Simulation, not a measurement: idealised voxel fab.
voxel gate over fins: a process module
The cross-section shown here is cut; it is 275 nm wide and divided into square cells measuring 5 nm on a side.
For the purposes of this document, a cross-section shall be understood as a grid of square cells, specified as bands listed in top-to-bottom order, each band consisting of one or more rows of cells. Look at the band entry: it leads with the top's height and the bottom's height in nm. Then it lists the materials left to right, with a width in nm for each. The word "everywhere" on a single material says that material fills the band edge to edge. The word "blank" is empty space. Where do heights start? At 0: under that level the wafer as delivered is made of one material only. And the lowest band has no floor; it just carries on downward, as in "0..down". Width: "30..40" (first number = top row, second number = bottom row, same change from row to row of cells). Given "no change occurred" for a step, no cell of the cross-section differs between before and after that step. Basically, "Enclosed void catalog" tells you about the enclosed voids: empty spaces with no open way to the top, 8 cells or bigger, each written width x height at distance, where distance is from the left edge, all in nm. The remark found on a step's line after its settings is issued by the simulator itself and pertains to that step. overlay nm: how far to the right of its planned place the mask lay on this masked step (negative: to the left).

# plan
- 1: RECEIVE | material Si
- 2: CONFORMAL_DEP | material SiN | thk nm 10
- 3: MASKED_ETCH | tone cover | mask id FINS | width nm 15 | pitch nm 40 | etch materials SiN | depth nm 10 | overlay nm 0
- 4: MASKED_ETCH | tone cover | mask id FINS | width nm 15 | pitch nm 40 | etch materials Si | depth nm 30 | overlay nm 0
- 5: OXIDIZE | depth nm 5
- 6: FILL_DEP | material SiO2 | thk nm 10
- 7: CMP | height nm 10
- 8: SELECTIVE_ETCH | etch materials SiO2 | depth nm 25
- 9: STRIP | etch materials SiN
- 10: CONFORMAL_DEP | material HfO2 | thk nm 5
- 11: CONFORMAL_DEP | material TiN | thk nm 5
- 12: FILL_DEP | material W | thk nm 10
- 13: CMP | height nm 15
- 14: CONFORMAL_DEP | material SiCN | thk nm 10

# Cross-section of the incoming wafer, state after step 1
  0..down  Si everywhere
  Enclosed void catalog: none

# Cross-section, first of two wafers, end of module, run as planned
  25..15  SiCN everywhere
  15..10  W everywhere
  10..5  105 of W; 25 of TiN; 15 of W; 25 of TiN; 105 of W
  5..0  105 of W; 5 of TiN; 15 of HfO2; 5 of TiN; 15 of W; 5 of TiN; 15 of HfO2; 5 of TiN; 105 of W
  0..-5  105 of W; 5 of TiN; 5 of HfO2; 5 of Si; 5 of HfO2; 5 of TiN; 15 of W; 5 of TiN; 5 of HfO2; 5 of Si; 5 of HfO2; 5 of TiN; 105 of W
  -5..-10  110 of TiN; 5 of HfO2; 5 of Si; 5 of HfO2; 25 of TiN; 5 of HfO2; 5 of Si; 5 of HfO2; 110 of TiN
  -10..-15  115 of HfO2; 5 of Si; 35 of HfO2; 5 of Si; 115 of HfO2
  -15..-35  115 of SiO2; 5 of Si; 35 of SiO2; 5 of Si; 115 of SiO2
  -35..down  Si everywhere
  Enclosed void catalog: none

# Cross-section, wafer two of two, end of module: same start and plan as wafer one, one error in execution
  25..15  SiCN everywhere
  15..10  W everywhere
  10..5  115 of TiN; 5 of W; 35 of TiN; 5 of W; 115 of TiN
  5..0  110 of HfO2; 15 of TiN; 25 of HfO2; 15 of TiN; 110 of HfO2
  0..-5  105 of Si; 25 of HfO2; 15 of Si; 25 of HfO2; 105 of Si
  -5..down  Si everywhere
  Enclosed void catalog: none
It is concluded that the wafer was processed incorrectly with respect to the plan, in that so step 3 ended up running with a different setting than we planned, it ran as MASKED_ETCH | tone open | mask id FINS | width nm 15 | pitch nm 40 | etch materials SiN | depth nm 10 | overlay nm 0
End check, counted in cells, second wafer has more or fewer of these materials than the first: HfO2: 8 fewer | Si: 361 more | SiO2: 212 fewer | TiN: 8 fewer | W: 133 fewer
